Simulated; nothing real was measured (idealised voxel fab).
A process module follows: voxel gate over fins.
cross-section cut | 240 nm wide | cells 5 nm
Think of the cross-section as a grid of square cells. We describe it in bands, top to bottom, and each band covers one or more rows of those cells.
This entry defines a band. It first specifies the height of the band's top and the height of its bottom in nm, and then specifies the band's materials from left to right, stating each material with its width in nm. The word "throughout" identifies a single material that fills the band from edge to edge, while the word "blank" identifies empty space.
Basically, 0 is our baseline, since under it the wafer straight out of the box is all one material. The bottom band has no lower end and keeps on going down, so it looks like "0 -> down".
The two numbers in a width such as "30 to 40" mark its ends across the band: the first belongs to the top row of cells, the second to the bottom row, and from each row to the next the width moves by the same amount.
"nothing altered" means the step left every cell of the cross-section as it was.
Empty spaces counting at least 8 cells and having no open way to the top are listed in "Completely enclosed voids". The notation width x height at distance is used for each, the distance being from the left edge and all three values in nm.
Note: text after step settings on the step line = simulator remark on that step.
The "overlay nm" setting may appear on a step's line; for a step that uses a mask, it gives how far to the right of its planned position the mask lay, and a negative value indicates the left.
### plan
| 1 | RECEIVE,material Si |
| 2 | CONFORMAL_DEP,material SiN,thk nm 5 |
| 3 | PATTERN,tone cover,mask id FINS,material resist,width nm 15,pitch nm 60,thk nm 20,overlay nm 0 |
| 4 | DIRECTIONAL_ETCH,etch materials SiN,depth nm 5 |
| 5 | DIRECTIONAL_ETCH,etch materials Si,depth nm 40 |
| 6 | STRIP,etch materials resist |
| 7 | FILL_DEP,material SiO2,thk nm 10 |
| 8 | CMP,height nm 5 |
| 9 | MASKED_ETCH,tone open,mask id RAIL,width nm 15,etch materials SiO2,depth nm 40,overlay nm 0 |
| 10 | CONFORMAL_DEP,material TiN,thk nm 5 |
| 11 | FILL_DEP,material W,thk nm 10 |
| 12 | CMP,height nm 5 |
| 13 | SELECTIVE_ETCH,etch materials W Ru TiN,depth nm 30 |
| 14 | FILL_DEP,material SiO2,thk nm 5 |
| 15 | CMP,height nm 5 |
| 16 | SELECTIVE_ETCH,etch materials SiO2,depth nm 20 |
| 17 | STRIP,etch materials SiN |
| 18 | CONFORMAL_DEP,material HfO2,thk nm 5 |
| 19 | CONFORMAL_DEP,material TiN,thk nm 5 |
| 20 | FILL_DEP,material W,thk nm 10 |
| 21 | CMP,height nm 15 |
| 22 | CONFORMAL_DEP,material SiN,thk nm 5 |
The plan's step 22 thk nm is the first wafer's value; the wafers differ in this setting and start identical.
### Incoming state of the first of several wafers in cross-section: after step 1
* 0 -> down: Si throughout
* Completely enclosed voids: none
### Cross-sectional representation of the first of several wafers at the end of the module, i.e. after its terminal step, step 22
* 20 -> 15: SiN throughout
* 15 -> 10: W throughout
* 10 -> 5: W 10; TiN 35; W 25; TiN 35; W 25; TiN 35; W 25; TiN 35; W 15
* 5 -> 0: W 10; TiN 5; HfO2 25; TiN 5; W 25; TiN 5; HfO2 25; TiN 5; W 25; TiN 5; HfO2 25; TiN 5; W 25; TiN 5; HfO2 25; TiN 5; W 15
* 0 -> -5: W 10; TiN 5; HfO2 5; Si 15; HfO2 5; TiN 5; W 25; TiN 5; HfO2 5; Si 15; HfO2 5; TiN 5; W 25; TiN 5; HfO2 5; Si 15; HfO2 5; TiN 5; W 25; TiN 5; HfO2 5; Si 15; HfO2 5; TiN 5; W 15
* -5 -> -10: TiN 15; HfO2 5; Si 15; HfO2 5; TiN 35; HfO2 5; Si 15; HfO2 5; TiN 35; HfO2 5; Si 15; HfO2 5; TiN 35; HfO2 5; Si 15; HfO2 5; TiN 20
* -10 -> -15: HfO2 20; Si 15; HfO2 45; Si 15; HfO2 45; Si 15; HfO2 45; Si 15; HfO2 25
* -15 -> -25: SiO2 20; Si 15; SiO2 45; Si 15; SiO2 45; Si 15; SiO2 45; Si 15; SiO2 25
* -25 -> -30: SiO2 20; Si 15; SiO2 15; TiN 5; W 5; TiN 5; SiO2 15; Si 15; SiO2 45; Si 15; SiO2 45; Si 15; SiO2 25
* -30 -> -35: SiO2 20; Si 15; SiO2 15; TiN 15; SiO2 15; Si 15; SiO2 45; Si 15; SiO2 45; Si 15; SiO2 25
* -35 -> -40: SiO2 20; Si 15; SiO2 45; Si 15; SiO2 45; Si 15; SiO2 45; Si 15; SiO2 25
* -40 -> down: Si throughout
* Completely enclosed voids: none
### The module's end: a cross-section of the last wafer
* 40 -> 15: SiN throughout
* 15 -> 10: W throughout
* 10 -> 5: W 10; TiN 35; W 25; TiN 35; W 25; TiN 35; W 25; TiN 35; W 15
* 5 -> 0: W 10; TiN 5; HfO2 25; TiN 5; W 25; TiN 5; HfO2 25; TiN 5; W 25; TiN 5; HfO2 25; TiN 5; W 25; TiN 5; HfO2 25; TiN 5; W 15
* 0 -> -5: W 10; TiN 5; HfO2 5; Si 15; HfO2 5; TiN 5; W 25; TiN 5; HfO2 5; Si 15; HfO2 5; TiN 5; W 25; TiN 5; HfO2 5; Si 15; HfO2 5; TiN 5; W 25; TiN 5; HfO2 5; Si 15; HfO2 5; TiN 5; W 15
* -5 -> -10: TiN 15; HfO2 5; Si 15; HfO2 5; TiN 35; HfO2 5; Si 15; HfO2 5; TiN 35; HfO2 5; Si 15; HfO2 5; TiN 35; HfO2 5; Si 15; HfO2 5; TiN 20
* -10 -> -15: HfO2 20; Si 15; HfO2 45; Si 15; HfO2 45; Si 15; HfO2 45; Si 15; HfO2 25
* -15 -> -25: SiO2 20; Si 15; SiO2 45; Si 15; SiO2 45; Si 15; SiO2 45; Si 15; SiO2 25
* -25 -> -30: SiO2 20; Si 15; SiO2 15; TiN 5; W 5; TiN 5; SiO2 15; Si 15; SiO2 45; Si 15; SiO2 45; Si 15; SiO2 25
* -30 -> -35: SiO2 20; Si 15; SiO2 15; TiN 15; SiO2 15; Si 15; SiO2 45; Si 15; SiO2 45; Si 15; SiO2 25
* -35 -> -40: SiO2 20; Si 15; SiO2 45; Si 15; SiO2 45; Si 15; SiO2 45; Si 15; SiO2 25
* -40 -> down: Si throughout
* Completely enclosed voids: none
### The following table contains a row per wafer, in which are reported, at the conclusion of the module, the cells of each material gained (+) or lost (-) since the wafer's receipt, with its closed voids given thereafter
thk nm 5; +72 HfO2; -288 Si; +48 SiN; +174 SiO2; +77 TiN; +109 W; Completely enclosed voids: none
thk nm 10; +72 HfO2; -288 Si; +96 SiN; +174 SiO2; +77 TiN; +109 W; Completely enclosed voids: none
thk nm 15; +72 HfO2; -288 Si; +144 SiN; +174 SiO2; +77 TiN; +109 W; Completely enclosed voids: none
thk nm 20; +72 HfO2; -288 Si; +192 SiN; +174 SiO2; +77 TiN; +109 W; Completely enclosed voids: none
thk nm 25; +72 HfO2; -288 Si; +240 SiN; +174 SiO2; +77 TiN; +109 W; Completely enclosed voids: none
